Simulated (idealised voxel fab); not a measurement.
This section sets out a process module, namely voxel gate over fins.
Pictured: cross-section cut, 250 nm wide, on a grid of 5 nm square cells.
Throughout this document, each cross-section is represented as a grid of square cells and is presented as a sequence of bands enumerated from the top downward, where a band comprises one or more rows of cells.
Top, bottom (nm), then materials left to right with widths (nm); lone material tagged "everywhere" fills the whole band edge to edge; "air" = empty space.
Height 0 is the level under which the wafer as received is all one material. The lowest band goes on downwards, as in "top 0, no bottom".
So if you see something like "30 to 40" for the width, read it as the top row of the band sitting at the first number and the bottom row at the second, with every row in between moving by the same amount as the last.
Reading "nothing different" for a step: not a cell of the cross-section changed in it.
You'll see "Enclosed empty spaces" listing empty spaces that have no way open to the top, as long as they're 8 cells or more; the notation is width x height at distance, where the distance is from the left edge, and all of it is in nm.
after a step's settings: what the simulator itself notes on the step
overlay nm, on a step with a mask: how far to the right of its planned place the mask lay; to the left if negative

## Process steps - plan
1: RECEIVE [material Si]
2: CONFORMAL_DEP [material SiN] [thk nm 10]
3: DIRECTIONAL_DEP [material aC] [thk nm 15]
4: PATTERN [tone cover] [mask id FINS] [material resist] [width nm 15] [pitch nm 35] [thk nm 35] [overlay nm 0]
5: DIRECTIONAL_ETCH [etch materials aC] [depth nm 15]
6: STRIP [etch materials resist]
7: DIRECTIONAL_ETCH [etch materials SiN] [depth nm 10]
8: DIRECTIONAL_ETCH [etch materials Si] [depth nm 30]
9: STRIP [etch materials aC]
10: OXIDIZE [depth nm 5]
11: FILL_DEP [material SiO2] [thk nm 5]
12: CMP [height nm 10]
13: SELECTIVE_ETCH [etch materials SiO2] [depth nm 25]
14: STRIP [etch materials SiN]
15: CONFORMAL_DEP [material HfO2] [thk nm 5]
16: CONFORMAL_DEP [material TiN] [thk nm 5]
17: FILL_DEP [material W] [thk nm 15]
18: CMP [height nm 20]
19: CONFORMAL_DEP [material SiCN] [thk nm 5]

## First of two wafers, with the run carried out as planned

## So this is the incoming wafer in cross-section - it's already been through step 1
    top 0, no bottom  Si everywhere
    Enclosed empty spaces: none

## The wafer, seen in cross-section, after step 2
    top 10, bottom 0  SiN everywhere
    Below 0, no change.

## The wafer, seen in cross-section, after step 3
    top 25, bottom 10  aC everywhere
    Below 10, no change.

## The wafer, seen in cross-section, after step 4
    top 60, bottom 25  100 nm air, then 15 nm resist, then 20 nm air, then 15 nm resist, then 100 nm air
    Below 25, no change.

## The wafer, seen in cross-section, after step 5
    top 45, bottom 25  100 nm air, then 15 nm resist, then 20 nm air, then 15 nm resist, then 100 nm air
    top 25, bottom 10  100 nm air, then 15 nm aC, then 20 nm air, then 15 nm aC, then 100 nm air
    Below 10, no change.

## The wafer, seen in cross-section, after step 6
    top 25, bottom 10  100 nm air, then 15 nm aC, then 20 nm air, then 15 nm aC, then 100 nm air
    Below 10, no change.

## The wafer, seen in cross-section, after step 7
    top 25, bottom 10  100 nm air, then 15 nm aC, then 20 nm air, then 15 nm aC, then 100 nm air
    top 10, bottom 0  100 nm air, then 15 nm SiN, then 20 nm air, then 15 nm SiN, then 100 nm air
    Below 0, no change.

## The wafer, seen in cross-section, after step 8
    top 25, bottom 10  100 nm air, then 15 nm aC, then 20 nm air, then 15 nm aC, then 100 nm air
    top 10, bottom 0  100 nm air, then 15 nm SiN, then 20 nm air, then 15 nm SiN, then 100 nm air
    top 0, bottom -30  100 nm air, then 15 nm Si, then 20 nm air, then 15 nm Si, then 100 nm air
    Below -30, no change.

## The wafer, seen in cross-section, after step 9
    top 10, bottom 0  100 nm air, then 15 nm SiN, then 20 nm air, then 15 nm SiN, then 100 nm air
    Below 0, no change.

## The wafer, seen in cross-section, after step 10
    top 10, bottom 0  100 nm air, then 15 nm SiN, then 20 nm air, then 15 nm SiN, then 100 nm air
    top 0, bottom -30  100 nm air, then 5 nm SiO2, then 5 nm Si, then 5 nm SiO2, then 20 nm air, then 5 nm SiO2, then 5 nm Si, then 5 nm SiO2, then 100 nm air
    top -30, bottom -35  105 nm SiO2, then 5 nm Si, then 30 nm SiO2, then 5 nm Si, then 105 nm SiO2
    Below -35, no change.

## The wafer, seen in cross-section, after step 11
    top 15, bottom 10  SiO2 everywhere
    top 10, bottom 0  100 nm SiO2, then 15 nm SiN, then 20 nm SiO2, then 15 nm SiN, then 100 nm SiO2
    top 0, bottom -35  105 nm SiO2, then 5 nm Si, then 30 nm SiO2, then 5 nm Si, then 105 nm SiO2
    Below -35, no change.

## The wafer, seen in cross-section, after step 12
    top 10, bottom 0  100 nm SiO2, then 15 nm SiN, then 20 nm SiO2, then 15 nm SiN, then 100 nm SiO2
    Below 0, no change.

## The wafer, seen in cross-section, after step 13
    top 10, bottom 0  100 nm air, then 15 nm SiN, then 20 nm air, then 15 nm SiN, then 100 nm air
    top 0, bottom -15  105 nm air, then 5 nm Si, then 30 nm air, then 5 nm Si, then 105 nm air
    Below -15, no change.

## The wafer, seen in cross-section, after step 14
    top 0, bottom -15  105 nm air, then 5 nm Si, then 30 nm air, then 5 nm Si, then 105 nm air
    Below -15, no change.

## The wafer, seen in cross-section, after step 15
    top 5, bottom 0  100 nm air, then 15 nm HfO2, then 20 nm air, then 15 nm HfO2, then 100 nm air
    top 0, bottom -10  100 nm air, then 5 nm HfO2, then 5 nm Si, then 5 nm HfO2, then 20 nm air, then 5 nm HfO2, then 5 nm Si, then 5 nm HfO2, then 100 nm air
    top -10, bottom -15  105 nm HfO2, then 5 nm Si, then 30 nm HfO2, then 5 nm Si, then 105 nm HfO2
    Below -15, no change.

## The wafer, seen in cross-section, after step 16
    top 10, bottom 5  95 nm air, then 25 nm TiN, then 10 nm air, then 25 nm TiN, then 95 nm air
    top 5, bottom 0  95 nm air, then 5 nm TiN, then 15 nm HfO2, then 5 nm TiN, then 10 nm air, then 5 nm TiN, then 15 nm HfO2, then 5 nm TiN, then 95 nm air
    top 0, bottom -5  95 nm air, then 5 nm TiN, then 5 nm HfO2, then 5 nm Si, then 5 nm HfO2, then 5 nm TiN, then 10 nm air, then 5 nm TiN, then 5 nm HfO2, then 5 nm Si, then 5 nm HfO2, then 5 nm TiN, then 95 nm air
    top -5, bottom -10  100 nm TiN, then 5 nm HfO2, then 5 nm Si, then 5 nm HfO2, then 20 nm TiN, then 5 nm HfO2, then 5 nm Si, then 5 nm HfO2, then 100 nm TiN
    Below -10, no change.

## The wafer, seen in cross-section, after step 17
    top 25, bottom 10  W everywhere
    top 10, bottom 5  95 nm W, then 25 nm TiN, then 10 nm W, then 25 nm TiN, then 95 nm W
    top 5, bottom 0  95 nm W, then 5 nm TiN, then 15 nm HfO2, then 5 nm TiN, then 10 nm W, then 5 nm TiN, then 15 nm HfO2, then 5 nm TiN, then 95 nm W
    top 0, bottom -5  95 nm W, then 5 nm TiN, then 5 nm HfO2, then 5 nm Si, then 5 nm HfO2, then 5 nm TiN, then 10 nm W, then 5 nm TiN, then 5 nm HfO2, then 5 nm Si, then 5 nm HfO2, then 5 nm TiN, then 95 nm W
    Below -5, no change.

## The wafer, seen in cross-section, after step 18
    top 20, bottom 10  W everywhere
    Below 10, no change.

## The wafer, seen in cross-section, after step 19
    top 25, bottom 20  SiCN everywhere
    Below 20, no change.

## Wafer two of the pair: same origin, same plan, one error during the run; identical to wafer one up to and including step 14

## when step 15 should have ended
    top 5, bottom 0  100 nm air, then 15 nm TiN, then 20 nm air, then 15 nm TiN, then 100 nm air
    top 0, bottom -10  100 nm air, then 5 nm TiN, then 5 nm Si, then 5 nm TiN, then 20 nm air, then 5 nm TiN, then 5 nm Si, then 5 nm TiN, then 100 nm air
    top -10, bottom -15  105 nm TiN, then 5 nm Si, then 30 nm TiN, then 5 nm Si, then 105 nm TiN
    Below -15, no change.

## when step 16 should have ended
    top 10, bottom 5  95 nm air, then 25 nm HfO2, then 10 nm air, then 25 nm HfO2, then 95 nm air
    top 5, bottom 0  95 nm air, then 5 nm HfO2, then 15 nm TiN, then 5 nm HfO2, then 10 nm air, then 5 nm HfO2, then 15 nm TiN, then 5 nm HfO2, then 95 nm air
    top 0, bottom -5  95 nm air, then 5 nm HfO2, then 5 nm TiN, then 5 nm Si, then 5 nm TiN, then 5 nm HfO2, then 10 nm air, then 5 nm HfO2, then 5 nm TiN, then 5 nm Si, then 5 nm TiN, then 5 nm HfO2, then 95 nm air
    top -5, bottom -10  100 nm HfO2, then 5 nm TiN, then 5 nm Si, then 5 nm TiN, then 20 nm HfO2, then 5 nm TiN, then 5 nm Si, then 5 nm TiN, then 100 nm HfO2
    Below -10, no change.

## when step 17 should have ended
    top 25, bottom 10  W everywhere
    top 10, bottom 5  95 nm W, then 25 nm HfO2, then 10 nm W, then 25 nm HfO2, then 95 nm W
    top 5, bottom 0  95 nm W, then 5 nm HfO2, then 15 nm TiN, then 5 nm HfO2, then 10 nm W, then 5 nm HfO2, then 15 nm TiN, then 5 nm HfO2, then 95 nm W
    top 0, bottom -5  95 nm W, then 5 nm HfO2, then 5 nm TiN, then 5 nm Si, then 5 nm TiN, then 5 nm HfO2, then 10 nm W, then 5 nm HfO2, then 5 nm TiN, then 5 nm Si, then 5 nm TiN, then 5 nm HfO2, then 95 nm W
    Below -5, no change.

## when step 18 should have ended
    top 20, bottom 10  W everywhere
    Below 10, no change.

## when step 19 should have ended
    top 25, bottom 20  SiCN everywhere
    Below 20, no change.
Finding, execution versus plan: the executed order of steps 15 and 16 is the reverse of that specified in the plan, each step having taken the other's position
At the end, the second wafer has the same number of cells of each material as the first, but those cells sit in other places.
